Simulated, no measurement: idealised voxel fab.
Proc. module: voxel capacitor over wiring
Displayed cross-section: cut, width of 155 nm, square cells sized 5 nm.
Cross-sections here: square-cell grids, written as top-down lists of bands, a band being one or more rows of cells. The entry gives the band's vertical extent as a top height and a bottom height in nm, then its horizontal make-up as materials from left to right, each with a width in nm. "air" stands for empty space; a single material marked "edge to edge" fills the band edge to edge. Heights from 0 (as-received wafer is one material below). Bottom band endless downward, as "0 and below". With a width like "30..40", each row of cells in the band differs from the next by the same amount, the top row carrying the first number and the bottom row the second. A step reported as "everything unchanged" is a step in which no cell of the cross-section changed. This entry, "Fully sealed cavities", enumerates those empty regions of no fewer than 8 cells that possess no open connection to the top. Each region is reported in the form width x height at distance, the distance being taken from the left edge, with all three quantities expressed in nm. Text after the settings on a step's line: the simulator's own remark on that step. overlay nm: for a step with a mask, the amount by which the mask lay right of where it was planned; a negative amount means left of it.
Process steps (planned)
1 RECEIVE,material Si
2 CONFORMAL_DEP,material SiO2,thk nm 15
3 DIRECTIONAL_DEP,material TiN,thk nm 5
4 DIRECTIONAL_DEP,material W,thk nm 15
5 PATTERN,tone cover,mask id METAL_1,material resist,width nm 25,pitch nm 95,thk nm 20,overlay nm 0
6 DIRECTIONAL_ETCH,etch materials W,depth nm 15
7 DIRECTIONAL_ETCH,etch materials TiN,depth nm 5
8 STRIP,etch materials resist
9 FILL_DEP,material lowk,thk nm 5
10 CMP,height nm 35
11 CONFORMAL_DEP,material SiCN,thk nm 5
12 DIRECTIONAL_DEP,material SiO2,thk nm 20
13 MASKED_ETCH,tone open,mask id PLUG_1,width nm 15,etch materials SiO2,depth nm 20,overlay nm 0
14 MASKED_ETCH,tone open,mask id PLUG_1,width nm 15,etch materials SiCN,depth nm 5,overlay nm 0
15 CONFORMAL_DEP,material TiN,thk nm 5
16 FILL_DEP,material Cu,thk nm 5
17 CMP,height nm 60
18 DIRECTIONAL_DEP,material TiN,thk nm 10
19 DIRECTIONAL_DEP,material SiN,thk nm 5
20 DIRECTIONAL_DEP,material TiN,thk nm 10
21 MASKED_ETCH,tone cover,mask id UPPER_PLATE,width nm 75,etch materials TiN,depth nm 10,overlay nm 0
22 MASKED_ETCH,tone cover,mask id UPPER_PLATE,width nm 75,etch materials SiN,depth nm 5,overlay nm 0
23 MASKED_ETCH,tone cover,mask id LOWER_PLATE,width nm 85,etch materials TiN,depth nm 10,overlay nm 0
24 FILL_DEP,material SiO2,thk nm 15
25 CMP,height nm 95
26 PATTERN,tone open,mask id PLUG_2,material resist,width nm 15,thk nm 20,overlay nm 0
27 DIRECTIONAL_ETCH,etch materials SiO2,depth nm 10
28 STRIP,etch materials resist
29 CONFORMAL_DEP,material TiN,thk nm 5
30 FILL_DEP,material Ru,thk nm 5
31 CMP,height nm 95
32 CONFORMAL_DEP,material SiCN,thk nm 5
Cross-section of the incoming wafer, state after step 1
- 0 and below  Si edge to edge
- Fully sealed cavities: none
Sectioned view, first of two wafers, at the close of the module, processed as intended in the plan
- 100 down to 95  SiCN edge to edge
- 95 down to 90  SiO2 35 nm; TiN 5 nm; Ru 5 nm; TiN 5 nm; SiO2 105 nm
- 90 down to 85  SiO2 35 nm; TiN 15 nm; SiO2 105 nm
- 85 down to 75  SiO2 25 nm; TiN 75 nm; SiO2 55 nm
- 75 down to 70  SiO2 25 nm; SiN 75 nm; SiO2 55 nm
- 70 down to 60  SiO2 20 nm; TiN 85 nm; SiO2 50 nm
- 60 down to 40  SiO2 25 nm; TiN 5 nm; Cu 5 nm; TiN 5 nm; SiO2 115 nm
- 40 down to 35  SiCN 25 nm; TiN 15 nm; SiCN 115 nm
- 35 down to 20  lowk 15 nm; W 25 nm; lowk 70 nm; W 25 nm; lowk 20 nm
- 20 down to 15  lowk 15 nm; TiN 25 nm; lowk 70 nm; TiN 25 nm; lowk 20 nm
- 15 down to 0  SiO2 edge to edge
- 0 and below  Si edge to edge
- Fully sealed cavities: none
Wafer two, end of module, cross-section. Same start, same plan as wafer one. One mistake in the run
- 100 down to 95  SiCN edge to edge
- 95 down to 90  SiO2 35 nm; TiN 5 nm; Ru 5 nm; TiN 5 nm; SiO2 105 nm
- 90 down to 85  SiO2 35 nm; TiN 15 nm; SiO2 105 nm
- 85 down to 75  SiO2 25 nm; TiN 75 nm; SiO2 55 nm
- 75 down to 70  SiO2 25 nm; SiN 75 nm; SiO2 55 nm
- 70 down to 60  SiO2 15 nm; TiN 95 nm; SiO2 45 nm
- 60 down to 40  SiO2 25 nm; TiN 5 nm; Cu 5 nm; TiN 5 nm; SiO2 115 nm
- 40 down to 35  SiCN 25 nm; TiN 15 nm; SiCN 115 nm
- 35 down to 20  lowk 15 nm; W 25 nm; lowk 70 nm; W 25 nm; lowk 20 nm
- 20 down to 15  lowk 15 nm; TiN 25 nm; lowk 70 nm; TiN 25 nm; lowk 20 nm
- 15 down to 0  SiO2 edge to edge
- 0 and below  Si edge to edge
- Fully sealed cavities: none
Here's what went sideways: step 23 ran differently from the plan; actual operation with settings: MASKED_ETCH,tone cover,mask id LOWER_PLATE,width nm 95,etch materials TiN,depth nm 10,overlay nm 0
Count the cells at the end and the second wafer has more or fewer of some materials than the first: SiO2 -4 | TiN +4
